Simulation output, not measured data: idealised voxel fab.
Name of the process module below: voxel gate over fins
The cross-section on display is named cut; it measures 170 nm wide, and its cells are 5 nm squares.
Just so we're on the same page, the cross-sections are grids of square cells, and they're listed out in bands top to bottom, each band one or more rows deep.
The entry gives the band's vertical extent as a top height and a bottom height in nm, then its horizontal make-up as materials from left to right, each with a width in nm. "empty" stands for empty space; a single material marked "everywhere" fills the band edge to edge.
Heights are reckoned from 0. Under this level, the received wafer is all of one material. The bottommost band is open-ended downward, for example "z 0 and below".
The two numbers in a width such as "30..40" mark its ends across the band: the first belongs to the top row of cells, the second to the bottom row, and from each row to the next the width moves by the same amount.
"no change occurred" (step): cross-section cells unchanged, all of them.
Reported under the label "Closed voids list" are the empty spaces having no open way to the top and comprising 8 cells or more; the notation for each is width x height at distance, in which the distance is measured from the left edge and all three values are in nm.
Formally, on a step line, whatever follows the settings is a remark that the simulator itself makes on the step.
A step line may carry the setting "overlay nm", which, for steps involving a mask, states the distance by which the mask lay to the right of its intended position; negative values denote displacement to the left.

[The following list gives the planned process steps]
1,RECEIVE (material Si)
2,CONFORMAL_DEP (material SiN; thk nm 5)
3,MASKED_ETCH (tone cover; mask id FINS; width nm 15; pitch nm 60; etch materials SiN; depth nm 5; overlay nm 0)
4,MASKED_ETCH (tone cover; mask id FINS; width nm 15; pitch nm 60; etch materials Si; depth nm 40; overlay nm 0)
5,FILL_DEP (material SiO2; thk nm 10)
6,CMP (height nm 5)
7,DIRECTIONAL_DEP (material aC; thk nm 10)
8,PATTERN (tone open; mask id RAIL; material resist; width nm 15; thk nm 25; overlay nm 0)
9,DIRECTIONAL_ETCH (etch materials aC; depth nm 10)
10,STRIP (etch materials resist)
11,DIRECTIONAL_ETCH (etch materials SiO2; depth nm 40)
12,STRIP (etch materials aC)
13,CONFORMAL_DEP (material TiN; thk nm 5)
14,FILL_DEP (material Ru; thk nm 5)
15,CMP (height nm 5)
16,SELECTIVE_ETCH (etch materials W Ru TiN; depth nm 20)
17,FILL_DEP (material SiO2; thk nm 5)
18,CMP (height nm 5)
19,SELECTIVE_ETCH (etch materials SiO2; depth nm 15)
20,STRIP (etch materials SiN)
21,CONFORMAL_DEP (material HfO2; thk nm 5)
22,CONFORMAL_DEP (material TiN; thk nm 5)
23,FILL_DEP (material W; thk nm 15)
24,CMP (height nm 20)
25,CONFORMAL_DEP (material SiCN; thk nm 10)

[As-received state of the wafer in cross-section, equivalent to post-step 1]
> z 0 and below: Si everywhere
> Closed voids list: none

[Cross-sectional view of the first of the two wafers upon completion of the module, processed in accordance with the plan]
> z 30 to 20: SiCN everywhere
> z 20 to 10: W everywhere
> z 10 to 5: W 35 / TiN 35 / W 25 / TiN 35 / W 40
> z 5 to 0: W 35 / TiN 5 / HfO2 25 / TiN 5 / W 25 / TiN 5 / HfO2 25 / TiN 5 / W 40
> z 0 to -5: TiN 40 / HfO2 5 / Si 15 / HfO2 5 / TiN 35 / HfO2 5 / Si 15 / HfO2 5 / TiN 45
> z -5 to -10: HfO2 45 / Si 15 / HfO2 45 / Si 15 / HfO2 50
> z -10 to -15: SiO2 45 / Si 15 / SiO2 45 / Si 15 / SiO2 50
> z -15 to -30: SiO2 45 / Si 15 / SiO2 15 / TiN 5 / Ru 5 / TiN 5 / SiO2 15 / Si 15 / SiO2 50
> z -30 to -35: SiO2 45 / Si 15 / SiO2 15 / TiN 15 / SiO2 15 / Si 15 / SiO2 50
> z -35 to -40: SiO2 45 / Si 15 / SiO2 45 / Si 15 / SiO2 50
> z -40 and below: Si everywhere
> Closed voids list: none

[This is the second of the two wafers, cross-sectioned at the end of the module; it started exactly like the first and was given the same plan, but it was run with one mistake]
> z 30 to 20: SiCN everywhere
> z 20 to 10: W everywhere
> z 10 to 5: W 35 / TiN 35 / W 25 / TiN 35 / W 40
> z 5 to 0: W 35 / TiN 5 / HfO2 25 / TiN 5 / W 25 / TiN 5 / HfO2 25 / TiN 5 / W 40
> z 0 to -5: TiN 40 / HfO2 5 / Si 15 / HfO2 5 / TiN 35 / HfO2 5 / Si 15 / HfO2 5 / TiN 45
> z -5 to -10: HfO2 45 / Si 15 / HfO2 45 / Si 15 / HfO2 50
> z -10 to -15: SiO2 45 / Si 15 / SiO2 45 / Si 15 / SiO2 50
> z -15 to -30: SiO2 45 / Si 15 / SiO2 10 / TiN 5 / Ru 15 / TiN 5 / SiO2 10 / Si 15 / SiO2 50
> z -30 to -35: SiO2 45 / Si 15 / SiO2 10 / TiN 25 / SiO2 10 / Si 15 / SiO2 50
> z -35 to -40: SiO2 45 / Si 15 / SiO2 45 / Si 15 / SiO2 50
> z -40 and below: Si everywhere
> Closed voids list: none
Heads up, the wafer didn't run the way we planned it: for step 8, the planned setting was not used; the step was instead run as PATTERN (tone open; mask id RAIL; material resist; width nm 25; thk nm 25; overlay nm 0)
Wafer comparison, final, in cells, second relative to first, materials more or fewer: 6 more of Ru; 8 fewer of SiO2; 2 more of TiN
